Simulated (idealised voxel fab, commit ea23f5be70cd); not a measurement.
The name of this process module is voxel capacitor over wiring.
Xsec cut, 235 nm wide, square cell size 5 nm.
For the purposes of this document, a cross-section shall be understood as a grid of square cells, specified as bands listed in top-to-bottom order, each band consisting of one or more rows of cells. Band: top and bottom heights (nm) first, top before bottom; then materials from left to right, widths in nm. "full width" marks a sole material filling the band edge to edge. "empty" denotes empty space. Heights are expressed relative to 0, this being the level below which the as-received wafer comprises one material exclusively. The lowest band is unbounded in the downward direction and is denoted as in "0 down". The notation "30 to 40" denotes a width that varies across the rows of cells in the band, beginning at the first number in the top row, finishing at the second number in the bottom row, and changing by an identical amount from each row to the next. Take "no alterations made" at face value: in the step it is given for, the cross-section changed in none of its cells. Empty spaces without an open route to the top, at least 8 cells in extent, make up the entry "Closed void inventory"; each is given as width x height at distance, where the distance is measured from the left edge, and all are in nm. Where a step's line continues beyond its settings, the continuation is a remark by the simulator itself on that step. overlay nm: where the mask lay relative to plan, measured to the right, on steps with a mask; negatives go left.

### Steps planned for the process
1) op RECEIVE | material Si
2) op CONFORMAL_DEP | material SiO2 | thk nm 10
3) op CONFORMAL_DEP | material SiCN | thk nm 5
4) op DIRECTIONAL_DEP | material SiO2 | thk nm 15
5) op DIRECTIONAL_DEP | material aC | thk nm 15
6) op PATTERN | tone open | mask id METAL_1 | material resist | width nm 20 | pitch nm 80 | thk nm 35 | overlay nm 0
7) op DIRECTIONAL_ETCH | etch materials aC | depth nm 15
8) op STRIP | etch materials resist
9) op DIRECTIONAL_ETCH | etch materials SiO2 | depth nm 15
10) op DIRECTIONAL_ETCH | etch materials SiCN | depth nm 5
11) op STRIP | etch materials aC
12) op CONFORMAL_DEP | material TiN | thk nm 5
13) op FILL_DEP | material Cu | thk nm 5
14) op CMP | height nm 30
15) op CONFORMAL_DEP | material SiCN | thk nm 5
16) op DIRECTIONAL_DEP | material SiO2 | thk nm 15
17) op PATTERN | tone open | mask id PLUG_1 | material resist | width nm 15 | thk nm 15 | overlay nm 0
18) op DIRECTIONAL_ETCH | etch materials SiO2 | depth nm 15
19) op DIRECTIONAL_ETCH | etch materials SiCN | depth nm 5
20) op STRIP | etch materials resist
21) op CONFORMAL_DEP | material TiN | thk nm 5
22) op FILL_DEP | material W | thk nm 10
23) op CMP | height nm 50
24) op DIRECTIONAL_DEP | material TiN | thk nm 10
25) op DIRECTIONAL_DEP | material HfO2 | thk nm 5
26) op DIRECTIONAL_DEP | material TiN | thk nm 5
27) op PATTERN | tone cover | mask id UPPER_PLATE | material resist | width nm 65 | thk nm 20 | overlay nm 0
28) op DIRECTIONAL_ETCH | etch materials TiN | depth nm 5
29) op DIRECTIONAL_ETCH | etch materials HfO2 | depth nm 5
30) op STRIP | etch materials resist
31) op PATTERN | tone cover | mask id LOWER_PLATE | material resist | width nm 75 | thk nm 20 | overlay nm 0
32) op DIRECTIONAL_ETCH | etch materials TiN | depth nm 10
33) op STRIP | etch materials resist
34) op FILL_DEP | material SiO2 | thk nm 20
35) op CMP | height nm 85
36) op PATTERN | tone open | mask id PLUG_2 | material resist | width nm 15 | thk nm 15 | overlay nm 0
37) op DIRECTIONAL_ETCH | etch materials SiO2 | depth nm 15
38) op STRIP | etch materials resist
39) op CONFORMAL_DEP | material TiN | thk nm 5
40) op FILL_DEP | material W | thk nm 10
41) op CMP | height nm 85
42) op CONFORMAL_DEP | material SiN | thk nm 5

### Wafer cross-section on receipt, i.e. after step 1
> 0 down  Si full width
> Closed void inventory: none

### Wafer cross-section at end of module: start and plan as shown above, one execution error
> 90 to 85  SiN full width
> 85 to 75  80 SiO2, 5 TiN, 5 W, 5 TiN, 140 SiO2
> 75 to 70  80 SiO2, 15 TiN, 140 SiO2
> 70 to 65  SiO2 full width
> 65 to 60  70 SiO2, 65 TiN, 100 SiO2
> 60 to 50  65 SiO2, 75 TiN, 95 SiO2
> 50 to 35  70 SiO2, 5 TiN, 5 W, 5 TiN, 150 SiO2
> 35 to 30  70 SiCN, 15 TiN, 150 SiCN
> 30 to 15  65 SiO2, 5 TiN, 10 Cu, 5 TiN, 60 SiO2, 5 TiN, 10 Cu, 5 TiN, 70 SiO2
> 15 to 10  65 SiCN, 20 TiN, 60 SiCN, 20 TiN, 70 SiCN
> 10 to 0  SiO2 full width
> 0 down  Si full width
> Closed void inventory: none
Finding, execution versus plan: step 25 of the plan did not run at all; it was left out
